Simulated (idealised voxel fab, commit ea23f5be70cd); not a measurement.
Presented below is a process module, voxel lift off.
cross-section cut | 285 nm wide | cells 5 nm
Cross-sections here: square-cell grids, written as top-down lists of bands, a band being one or more rows of cells.
Read a band's entry like this: the first values are the height of its top and the height of its bottom in nm, and what follows is the sequence of materials from left to right, each with its width in nm. Note that "blank" is empty space, and that a single material marked "edge to edge" reaches across the band from edge to edge.
Height datum 0, below which the as-received substrate wafer is one material. Lowest band open at the bottom, running downward: "0..down".
Per-row width for "30->40": begins at first number (top row of band), ends at second number (bottom row), increment between rows held constant.
Reading "no modification" for a step: not a cell of the cross-section changed in it.
Empty spaces without an open route to the top, at least 8 cells in extent, make up the entry "Non-vented voids"; each is given as width x height at distance, where the distance is measured from the left edge, and all are in nm.
If you see something after the settings on a step's line, that's the simulator's own remark about that step.
If you see "overlay nm" on a step's line and that step has a mask, it's telling you how far right of where it was planned the mask ended up; a negative number means it went left instead.

[Steps planned for the process]
| 1 | RECEIVE | material Si |
| 2 | CONFORMAL_DEP | material SiO2 | thk nm 15 |
| 3 | PATTERN | tone open | mask id LINES | material resist | width nm 15 | pitch nm 40 | thk nm 15 | overlay nm 0 |
| 4 | DIRECTIONAL_DEP | material Ru | thk nm 5 |
| 5 | STRIP | etch materials resist |
| 6 | CONFORMAL_DEP | material SiCN | thk nm 10 |

[Cross-section of the incoming wafer, state after step 1]
	0..down: Si edge to edge
	Non-vented voids: none

[Cross-section taken at module completion on the first of two wafers; processed per the plan]
	30..25: blank=65 / SiCN=35 / blank=5 / SiCN=35 / blank=5 / SiCN=35 / blank=5 / SiCN=35 / blank=65
	25..20: SiCN edge to edge
	20..15: SiCN=75 / Ru=15 / SiCN=25 / Ru=15 / SiCN=25 / Ru=15 / SiCN=25 / Ru=15 / SiCN=75
	15..0: SiO2 edge to edge
	0..down: Si edge to edge
	Non-vented voids: none

[Second wafer of the two, sectioned at the end of the module. It began like the first and followed the same plan, but one mistake was made while running it]
	30..20: SiCN edge to edge
	20..15: Ru=75 / SiCN=15 / Ru=25 / SiCN=15 / Ru=25 / SiCN=15 / Ru=25 / SiCN=15 / Ru=75
	15..0: SiO2 edge to edge
	0..down: Si edge to edge
	Non-vented voids: none
what went wrong: in deviation from the planned setting, step 3 was conducted as PATTERN | tone cover | mask id LINES | material resist | width nm 15 | pitch nm 40 | thk nm 15 | overlay nm 0
Counted in cells at the end, the second wafer holds more or fewer of these materials than the first: Ru: 33 more, SiCN: 4 fewer
